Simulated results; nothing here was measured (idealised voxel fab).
process module | voxel lift off
cross-section cut | 170 nm wide | cells 5 nm
A cross-section is a grid of square cells, given in bands from the top down. A band is one or more rows of cells.
Each band's line starts with the height of the band's top and of its bottom, in nm. Then come its materials from left to right, each with its width in nm. One material with "throughout" fills the band from edge to edge. "air" is empty space.
Height 0 is the level under which the wafer as received is all one material. The lowest band goes on downwards, as in "0 down".
A width such as "30 to 40" changes by the same amount from each row of cells to the next, from the band's top row to its bottom row.
"no change" after a step means that no cell of the cross-section changed.
closed voids: empty space of 8 cells or more with no open way to the top, each as width x height at its distance from the left edge, in nm
after a step's settings: what the simulator itself notes on the step
overlay nm, on a step with a mask: how far to the right of its planned place the mask lay; to the left if negative
plan
1 op RECEIVE | material Si
2 op CONFORMAL_DEP | material Al2O3 | thk nm 15
3 op PATTERN | tone open | mask id LINES | material resist | width nm 25 | pitch nm 50 | thk nm 30 | overlay nm 0
4 op DIRECTIONAL_DEP | material Ru | thk nm 15
5 op STRIP | etch materials resist
6 op CONFORMAL_DEP | material SiN | thk nm 5
as received, after step 1
  0 down: Si throughout
  closed voids: none
a wafer at the end: this start, this plan, one mistake
  35 to 30: air 40 | SiN 35 | air 15 | SiN 35 | air 45
  30 to 20: air 40 | SiN 5 | Al2O3 25 | SiN 5 | air 15 | SiN 5 | Al2O3 25 | SiN 5 | air 45
  20 to 15: SiN 45 | Al2O3 25 | SiN 25 | Al2O3 25 | SiN 50
  15 to 0: Al2O3 throughout
  0 down: Si throughout
  closed voids: none
what went wrong: step 4 ran as: op DIRECTIONAL_DEP | material Al2O3 | thk nm 15
